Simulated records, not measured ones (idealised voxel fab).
Name of the process module below: voxel capacitor over wiring
Section cut is 225 nm wide and gridded with 5 nm square cells.
Notation: cross-section as square-cell grid; stated in bands, top first, going down; one or more cell rows per band.
Band entry format. Leading values: height of top, height of bottom, nm. Remainder: materials in left-to-right order, each with its width in nm. Special words: "all across" on a single material, which then fills the band edge to edge; "blank", empty space.
It should be noted that heights are counted from 0, beneath which the wafer as supplied is of one material throughout, and that the lowest band possesses no lower boundary but continues downward, as written in "0 -> down".
Graded width ("30->40"): value in top row of band = first number; value in bottom row = second number; row-to-row change constant.
"nothing changed" after a step means that no cell of the cross-section changed.
Basically, "Unvented cavities" tells you about the enclosed voids: empty spaces with no open way to the top, 8 cells or bigger, each written width x height at distance, where distance is from the left edge, all in nm.
If you see something after the settings on a step's line, that's the simulator's own remark about that step.
The line of a step may include "overlay nm". On a step with a mask, this value is how far to the right of its planned place the mask lay. A negative value means the mask lay to the left.

The process steps that were planned are listed below:
1: RECEIVE,material Si
2: CONFORMAL_DEP,material SiO2,thk nm 15
3: DIRECTIONAL_DEP,material TiN,thk nm 5
4: DIRECTIONAL_DEP,material W,thk nm 15
5: DIRECTIONAL_DEP,material aC,thk nm 10
6: PATTERN,tone cover,mask id METAL_1,material resist,width nm 30,pitch nm 95,thk nm 30,overlay nm 0
7: DIRECTIONAL_ETCH,etch materials aC,depth nm 10
8: STRIP,etch materials resist
9: DIRECTIONAL_ETCH,etch materials W,depth nm 15
10: DIRECTIONAL_ETCH,etch materials TiN,depth nm 5
11: STRIP,etch materials aC
12: CONFORMAL_DEP,material SiN,thk nm 5
13: FILL_DEP,material lowk,thk nm 10
14: CMP,height nm 35
15: CONFORMAL_DEP,material SiCN,thk nm 5
16: DIRECTIONAL_DEP,material SiO2,thk nm 20
17: PATTERN,tone open,mask id PLUG_1,material resist,width nm 15,thk nm 20,overlay nm 0
18: DIRECTIONAL_ETCH,etch materials SiO2,depth nm 20
19: DIRECTIONAL_ETCH,etch materials SiCN,depth nm 5
20: STRIP,etch materials resist
21: EPI,material Ru,thk nm 10
22: EPI,material Ru,thk nm 10
23: EPI,material Ru,thk nm 5
24: DIRECTIONAL_DEP,material TiN,thk nm 5
25: DIRECTIONAL_DEP,material Al2O3,thk nm 5
26: DIRECTIONAL_DEP,material TiN,thk nm 10
27: PATTERN,tone cover,mask id UPPER_PLATE,material resist,width nm 70,thk nm 20,overlay nm 0
28: DIRECTIONAL_ETCH,etch materials TiN,depth nm 10
29: DIRECTIONAL_ETCH,etch materials Al2O3,depth nm 5
30: STRIP,etch materials resist
31: PATTERN,tone cover,mask id LOWER_PLATE,material resist,width nm 80,thk nm 15,overlay nm 0
32: DIRECTIONAL_ETCH,etch materials TiN,depth nm 5
33: STRIP,etch materials resist
34: FILL_DEP,material SiO2,thk nm 20
35: CMP,height nm 95
36: MASKED_ETCH,tone open,mask id PLUG_2,width nm 15,etch materials SiO2,depth nm 15,overlay nm 0
37: CONFORMAL_DEP,material TiN,thk nm 5
38: FILL_DEP,material W,thk nm 10
39: CMP,height nm 95
40: CONFORMAL_DEP,material SiCN,thk nm 5

Incoming wafer in cross-section (state: after step 1):
0 -> down | Si all across
Unvented cavities: none

Wafer at module end, in section. Began as above, planned as above, run with one mistake:
100 -> 95 | SiCN all across
95 -> 90 | 75 nm SiO2  15 nm TiN  135 nm SiO2
90 -> 80 | 65 nm SiO2  70 nm TiN  90 nm SiO2
80 -> 75 | 65 nm SiO2  70 nm Al2O3  90 nm SiO2
75 -> 70 | 60 nm SiO2  80 nm TiN  85 nm SiO2
70 -> 60 | TiN all across
60 -> 40 | 65 nm SiO2  15 nm Ru  145 nm SiO2
40 -> 35 | 65 nm SiCN  15 nm Ru  145 nm SiCN
35 -> 20 | 45 nm lowk  5 nm SiN  30 nm W  5 nm SiN  55 nm lowk  5 nm SiN  30 nm W  5 nm SiN  45 nm lowk
20 -> 15 | 50 nm SiN  30 nm TiN  65 nm SiN  30 nm TiN  50 nm SiN
15 -> 0 | SiO2 all across
0 -> down | Si all across
Unvented cavities: none
What went wrong in running the wafer? step 24 was not run as planned; what actually ran was DIRECTIONAL_DEP,material TiN,thk nm 15
